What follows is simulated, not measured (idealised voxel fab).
The following process module bears the name voxel transistor to metal.
Shown is cross-section cut, with a width of 290 nm and square cells of size 5 nm.
Cross-section spec: square-cell grid; bands listed top down; each band is one or more rows.
It is stipulated that each band's entry specify, in nanometres, the height of the top of the band and then that of its bottom, followed by the materials of the band in left-to-right sequence, each together with its width in nanometres. A single material marked by the word "edge to edge" is understood to fill the band from edge to edge; the word "air" is understood to denote empty space.
Measure heights from 0. That's the level where, below it, the as-received wafer is all one material. The lowest band is bottomless and extends downward; write it as in "0 and below".
Width spec "30..40" -> top row of cells at first value, bottom row at second value, equal per-row change in between.
Where a step carries "nothing changed", the cross-section came out of it unchanged, cell for cell.
Heads up: "Cavities, sealed" only lists the empty pockets with no open path to the top that are 8 cells or more, and it writes them as width x height at distance, distance from the left edge, in nm.
That trailing text on a step's line, after the settings, is the simulator's own remark on the step.
When a step includes a mask, the "overlay nm" setting on its line states how far to the right of its planned place that mask lay, and negative values state how far to the left.
Listed below are the process steps as planned
1 RECEIVE: material Si
2 OXIDIZE: depth nm 5
3 CONFORMAL_DEP: material SiN, thk nm 10
4 PATTERN: tone cover, mask id ACTIVE, material resist, width nm 95, pitch nm 115, thk nm 20, overlay nm 0
5 DIRECTIONAL_ETCH: etch materials SiN, depth nm 10
6 DIRECTIONAL_ETCH: etch materials SiO2, depth nm 5
7 DIRECTIONAL_ETCH: etch materials Si, depth nm 35
8 STRIP: etch materials resist
9 FILL_DEP: material SiO2, thk nm 10
10 CMP: height nm 10
11 SELECTIVE_ETCH: etch materials SiO2, depth nm 10
12 STRIP: etch materials SiN
13 SELECTIVE_ETCH: etch materials SiO2, depth nm 5
14 OXIDIZE: depth nm 5
15 DIRECTIONAL_DEP: material polySi, thk nm 30
16 DIRECTIONAL_DEP: material SiCN, thk nm 10
17 DIRECTIONAL_DEP: material aC, thk nm 15
18 PATTERN: tone cover, mask id GATE, material resist, width nm 25, pitch nm 115, thk nm 35, overlay nm 0
19 DIRECTIONAL_ETCH: etch materials aC, depth nm 15
20 STRIP: etch materials resist
21 DIRECTIONAL_ETCH: etch materials SiCN, depth nm 20
22 DIRECTIONAL_ETCH: etch materials polySi, depth nm 40
23 STRIP: etch materials aC
24 CONFORMAL_DEP: material SiO2, thk nm 5
25 DIRECTIONAL_ETCH: etch materials SiO2, depth nm 5
26 CONFORMAL_DEP: material SiN, thk nm 10
27 DIRECTIONAL_ETCH: etch materials SiN, depth nm 10
28 DIRECTIONAL_ETCH: etch materials SiO2, depth nm 5
29 DIRECTIONAL_ETCH: etch materials Si, depth nm 15
30 EPI: material nSi, thk nm 20
31 FILL_DEP: material SiO2, thk nm 10
32 CMP: height nm 25
33 STRIP: etch materials polySi
34 SELECTIVE_ETCH: etch materials SiO2, depth nm 5
35 CONFORMAL_DEP: material HfO2, thk nm 5
36 CONFORMAL_DEP: material TiN, thk nm 5
37 FILL_DEP: material W, thk nm 5
38 CMP: height nm 20
39 DIRECTIONAL_DEP: material SiO2, thk nm 10
40 PATTERN: tone open, mask id CONTACT, material resist, width nm 15, thk nm 15, overlay nm 0
41 DIRECTIONAL_ETCH: etch materials SiO2, depth nm 20
42 STRIP: etch materials resist
43 CONFORMAL_DEP: material TiN, thk nm 5
44 FILL_DEP: material W, thk nm 5
45 CMP: height nm 30
46 CONFORMAL_DEP: material SiN, thk nm 5
47 DIRECTIONAL_DEP: material lowk, thk nm 20
48 MASKED_ETCH: tone open, mask id METAL_1, width nm 15, etch materials lowk, depth nm 20, overlay nm 0
49 MASKED_ETCH: tone open, mask id METAL_1, width nm 15, etch materials SiN, depth nm 5, overlay nm 0
50 CONFORMAL_DEP: material TiN, thk nm 5
51 FILL_DEP: material Ru, thk nm 10
52 CMP: height nm 55
53 CONFORMAL_DEP: material SiCN, thk nm 5
54 DIRECTIONAL_DEP: material lowk, thk nm 25
55 PATTERN: tone open, mask id METAL_2, material resist, width nm 15, pitch nm 115, thk nm 15, overlay nm 0
56 DIRECTIONAL_ETCH: etch materials lowk, depth nm 15
57 STRIP: etch materials resist
58 DIRECTIONAL_DEP: material aC, thk nm 15
59 PATTERN: tone open, mask id METAL_2_HOLES, material resist, width nm 15, pitch nm 115, thk nm 30, overlay nm 0
60 DIRECTIONAL_ETCH: etch materials aC, depth nm 15
61 STRIP: etch materials resist
62 DIRECTIONAL_ETCH: etch materials lowk, depth nm 10
63 DIRECTIONAL_ETCH: etch materials SiCN, depth nm 5
64 STRIP: etch materials aC
65 CONFORMAL_DEP: material TiN, thk nm 5
66 FILL_DEP: material Ru, thk nm 5
67 CMP: height nm 85
68 CONFORMAL_DEP: material SiCN, thk nm 5
Cross-sectional view of the wafer in its as-received condition, corresponding to the state after step 1
0 and below  Si edge to edge
Cavities, sealed: none
The following cross-section depicts the wafer upon conclusion of the module. Processing commenced from the starting condition illustrated above and adhered to the plan illustrated above, save for one mistake in execution
90 down to 85  SiCN edge to edge
85 down to 60  lowk: 45 / TiN: 5 / Ru: 5 / TiN: 5 / lowk: 100 / TiN: 5 / Ru: 5 / TiN: 5 / lowk: 115
60 down to 55  SiCN: 45 / TiN: 15 / SiCN: 100 / TiN: 15 / SiCN: 115
55 down to 35  lowk: 45 / TiN: 5 / Ru: 5 / TiN: 5 / lowk: 55 / TiN: 5 / Ru: 5 / TiN: 5 / lowk: 30 / TiN: 5 / Ru: 5 / TiN: 5 / lowk: 55 / TiN: 5 / Ru: 5 / TiN: 5 / lowk: 45
35 down to 30  SiN: 45 / TiN: 15 / SiN: 55 / TiN: 15 / SiN: 30 / TiN: 15 / SiN: 55 / TiN: 15 / SiN: 45
30 down to 25  SiO2: 45 / TiN: 5 / W: 5 / TiN: 5 / SiO2: 55 / TiN: 5 / W: 5 / TiN: 5 / SiO2: 30 / TiN: 5 / W: 5 / TiN: 5 / SiO2: 55 / TiN: 5 / W: 5 / TiN: 5 / SiO2: 45
25 down to 20  SiO2: 45 / TiN: 15 / SiO2: 55 / TiN: 15 / SiO2: 30 / TiN: 15 / SiO2: 55 / TiN: 15 / SiO2: 45
20 down to 10  SiO2: 45 / TiN: 10 / SiN: 15 / HfO2: 5 / TiN: 5 / W: 15 / TiN: 5 / HfO2: 5 / SiN: 15 / TiN: 10 / SiO2: 30 / TiN: 10 / SiN: 15 / HfO2: 5 / TiN: 5 / W: 15 / TiN: 5 / HfO2: 5 / SiN: 15 / TiN: 10 / SiO2: 45
10 down to 0  SiO2: 55 / SiN: 15 / HfO2: 5 / TiN: 5 / W: 15 / TiN: 5 / HfO2: 5 / SiN: 15 / SiO2: 50 / SiN: 15 / HfO2: 5 / TiN: 5 / W: 15 / TiN: 5 / HfO2: 5 / SiN: 15 / SiO2: 55
0 down to -5  SiN: 70 / HfO2: 5 / TiN: 25 / HfO2: 5 / SiN: 80 / HfO2: 5 / TiN: 25 / HfO2: 5 / SiN: 70
-5 down to -10  SiO2: 70 / HfO2: 35 / SiO2: 80 / HfO2: 35 / SiO2: 70
-10 down to -40  SiO2: 40 / Si: 95 / SiO2: 20 / Si: 95 / SiO2: 40
-40 and below  Si edge to edge
Cavities, sealed: none
What was done differently from what was planned? step 26 went in with a setting other than planned; the actual run was CONFORMAL_DEP: material SiN, thk nm 15
